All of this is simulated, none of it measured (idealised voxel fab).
process module | voxel spacer lines
cross-section cut | 190 nm wide | cells 5 nm
A cross-section is a grid of square cells, given in bands from the top down. A band is one or more rows of cells.
Each band's line starts with the height of the band's top and of its bottom, in nm. Then come its materials from left to right, each with its width in nm. One material with "throughout" fills the band from edge to edge. "air" is empty space.
Height 0 is the level under which the wafer as received is all one material. The lowest band goes on downwards, as in "0 down".
A width such as "30 to 40" changes by the same amount from each row of cells to the next, from the band's top row to its bottom row.
"no change" after a step means that no cell of the cross-section changed.
closed voids: empty space of 8 cells or more with no open way to the top, each as width x height at its distance from the left edge, in nm
after a step's settings: what the simulator itself notes on the step
overlay nm, on a step with a mask: how far to the right of its planned place the mask lay; to the left if negative
plan
1 op RECEIVE | material Si
2 op CONFORMAL_DEP | material Al2O3 | thk nm 10
3 op DIRECTIONAL_DEP | material TiN | thk nm 10
4 op DIRECTIONAL_DEP | material aC | thk nm 30
5 op PATTERN | tone cover | mask id MANDREL | material resist | width nm 15 | pitch nm 50 | thk nm 40 | overlay nm 0
6 op DIRECTIONAL_ETCH | etch materials aC | depth nm 30
7 op STRIP | etch materials resist
8 op CONFORMAL_DEP | material SiN | thk nm 10
9 op DIRECTIONAL_ETCH | etch materials SiN | depth nm 10
10 op STRIP | etch materials aC
11 op DIRECTIONAL_ETCH | etch materials TiN | depth nm 10
12 op STRIP | etch materials SiN
first wafer, as planned
as received, after step 1
  0 down: Si throughout
  closed voids: none
after step 2
  10 to 0: Al2O3 throughout
  below 0: unchanged
after step 3
  20 to 10: TiN throughout
  below 10: unchanged
after step 4
  50 to 20: aC throughout
  below 20: unchanged
after step 5
  90 to 50: air 60 | resist 15 | air 35 | resist 15 | air 65
  below 50: unchanged
after step 6
  60 to 50: air 60 | resist 15 | air 35 | resist 15 | air 65
  50 to 20: air 60 | aC 15 | air 35 | aC 15 | air 65
  below 20: unchanged
after step 7
  50 to 20: air 60 | aC 15 | air 35 | aC 15 | air 65
  below 20: unchanged
after step 8
  60 to 50: air 50 | SiN 35 | air 15 | SiN 35 | air 55
  50 to 30: air 50 | SiN 10 | aC 15 | SiN 10 | air 15 | SiN 10 | aC 15 | SiN 10 | air 55
  30 to 20: SiN 60 | aC 15 | SiN 35 | aC 15 | SiN 65
  below 20: unchanged
after step 9
  50 to 20: air 50 | SiN 10 | aC 15 | SiN 10 | air 15 | SiN 10 | aC 15 | SiN 10 | air 55
  below 20: unchanged
after step 10
  50 to 20: air 50 | SiN 10 | air 15 | SiN 10 | air 15 | SiN 10 | air 15 | SiN 10 | air 55
  below 20: unchanged
after step 11
  50 to 20: air 50 | SiN 10 | air 15 | SiN 10 | air 15 | SiN 10 | air 15 | SiN 10 | air 55
  20 to 10: air 50 | TiN 10 | air 15 | TiN 10 | air 15 | TiN 10 | air 15 | TiN 10 | air 55
  below 10: unchanged
after step 12
  20 to 10: air 50 | TiN 10 | air 15 | TiN 10 | air 15 | TiN 10 | air 15 | TiN 10 | air 55
  below 10: unchanged
second wafer: like start, like plan, one mistake. Through step 4 it matches the first wafer
when step 5 should have ended
  90 to 50: air 60 | resist 20 | air 30 | resist 20 | air 60
  below 50: unchanged
when step 6 should have ended
  60 to 50: air 60 | resist 20 | air 30 | resist 20 | air 60
  50 to 20: air 60 | aC 20 | air 30 | aC 20 | air 60
  below 20: unchanged
when step 7 should have ended
  50 to 20: air 60 | aC 20 | air 30 | aC 20 | air 60
  below 20: unchanged
when step 8 should have ended
  60 to 50: air 50 | SiN 40 | air 10 | SiN 40 | air 50
  50 to 30: air 50 | SiN 10 | aC 20 | SiN 10 | air 10 | SiN 10 | aC 20 | SiN 10 | air 50
  30 to 20: SiN 60 | aC 20 | SiN 30 | aC 20 | SiN 60
  below 20: unchanged
when step 9 should have ended
  50 to 20: air 50 | SiN 10 | aC 20 | SiN 10 | air 10 | SiN 10 | aC 20 | SiN 10 | air 50
  below 20: unchanged
when step 10 should have ended
  50 to 20: air 50 | SiN 10 | air 20 | SiN 10 | air 10 | SiN 10 | air 20 | SiN 10 | air 50
  below 20: unchanged
when step 11 should have ended
  50 to 20: air 50 | SiN 10 | air 20 | SiN 10 | air 10 | SiN 10 | air 20 | SiN 10 | air 50
  20 to 10: air 50 | TiN 10 | air 20 | TiN 10 | air 10 | TiN 10 | air 20 | TiN 10 | air 50
  below 10: unchanged
when step 12 should have ended
  20 to 10: air 50 | TiN 10 | air 20 | TiN 10 | air 10 | TiN 10 | air 20 | TiN 10 | air 50
  below 10: unchanged
what went wrong: step 5 ran as: op PATTERN | tone cover | mask id MANDREL | material resist | width nm 20 | pitch nm 50 | thk nm 40 | overlay nm 0
at the end the second wafer has, in cells: as many of each material as the first, in other places
